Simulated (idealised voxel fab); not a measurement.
The document below concerns the process module designated voxel self aligned vias.
It is cross-section cut that appears here, measuring 265 nm in width, its square cells being 5 nm in size.
How to read a cross-section here: the picture is a grid of square cells, written as bands going from the top down, and any band can span one or more rows of cells.
A band entry consists of two parts. The first gives the height of the band's top and the height of its bottom, in nm. The rest lists the band's materials from left to right, each with its width in nm. A single material labelled with the word "full width" fills the band from edge to edge, and the word "empty" marks empty space.
All heights in this document are referenced to 0, defined as the level beneath which the wafer, as received, consists entirely of one material. The lowest band is not bounded below; it extends indefinitely downward and is written in the form "0 and below".
It should be noted that a width expressed as "30 to 40" varies in equal increments from row to row of cells within the band, taking the value of the first number at the top row and that of the second number at the bottom row.
Any step labelled "nothing changed" changed none of the cells in the cross-section.
"Closed void catalog" lists enclosed empty spaces (at least 8 cells, no open path upward to the top), each as width x height at distance from the left edge, in nm.
If you see something after the settings on a step's line, that's the simulator's own remark about that step.
You can add "overlay nm" to a step's line. For a step with a mask, it describes how far the mask lay to the right of its planned position, and a negative number describes a lay to the left.

Steps in the process plan:
1. RECEIVE [material Si]
2. CONFORMAL_DEP [material SiO2] [thk nm 15]
3. CONFORMAL_DEP [material SiCN] [thk nm 5]
4. DIRECTIONAL_DEP [material SiO2] [thk nm 25]
5. PATTERN [tone open] [mask id LINES] [material resist] [width nm 30] [pitch nm 70] [thk nm 20] [overlay nm 0]
6. DIRECTIONAL_ETCH [etch materials SiO2] [depth nm 25]
7. STRIP [etch materials resist]
8. CONFORMAL_DEP [material TiN] [thk nm 5]
9. FILL_DEP [material Ru] [thk nm 5]
10. CMP [height nm 45]
11. SELECTIVE_ETCH [etch materials W Ru TiN] [depth nm 10]
12. FILL_DEP [material SiN] [thk nm 10]
13. CMP [height nm 45]
14. DIRECTIONAL_DEP [material SiO2] [thk nm 15]
15. DIRECTIONAL_DEP [material aC] [thk nm 15]
16. PATTERN [tone open] [mask id VIAS] [material resist] [width nm 40] [pitch nm 70] [thk nm 35] [overlay nm 0]
17. DIRECTIONAL_ETCH [etch materials aC] [depth nm 15]
18. STRIP [etch materials resist]
19. DIRECTIONAL_ETCH [etch materials SiO2] [depth nm 15]
20. DIRECTIONAL_ETCH [etch materials SiN] [depth nm 10]
21. STRIP [etch materials aC]
22. CONFORMAL_DEP [material TiN] [thk nm 5]
23. FILL_DEP [material W] [thk nm 10]
24. CMP [height nm 60]
25. CONFORMAL_DEP [material SiCN] [thk nm 5]

Cross-section of the wafer as it came to us, i.e., already through step 1:
- 0 and below: Si full width
- Closed void catalog: none

What the wafer looks like in cross-section after this module, when it starts as shown above and follows the plan above but one mistake is made in running it:
- 80 down to 75: SiCN full width
- 75 down to 65: W full width
- 65 down to 60: TiN 45; W 30; TiN 40; W 30; TiN 40; W 30; TiN 50
- 60 down to 50: SiO2 40; TiN 5; W 30; TiN 5; SiO2 30; TiN 5; W 30; TiN 5; SiO2 30; TiN 5; W 30; TiN 5; SiO2 45
- 50 down to 40: SiO2 40 to 45; TiN 10 to 5; W 20; TiN 10 to 5; SiO2 30 to 40; TiN 10 to 5; W 20; TiN 10 to 5; SiO2 30 to 40; TiN 10 to 5; W 20; TiN 10 to 5; SiO2 45 to 50
- 40 down to 35: SiO2 45; TiN 30; SiO2 40; TiN 30; SiO2 40; TiN 30; SiO2 50
- 35 down to 25: SiO2 45; TiN 5; Ru 20; TiN 5; SiO2 40; TiN 5; Ru 20; TiN 5; SiO2 40; TiN 5; Ru 20; TiN 5; SiO2 50
- 25 down to 20: SiO2 45; TiN 30; SiO2 40; TiN 30; SiO2 40; TiN 30; SiO2 50
- 20 down to 15: SiCN full width
- 15 down to 0: SiO2 full width
- 0 and below: Si full width
- Closed void catalog: none
Plan not followed: step 24 of the plan was excluded from execution and never run
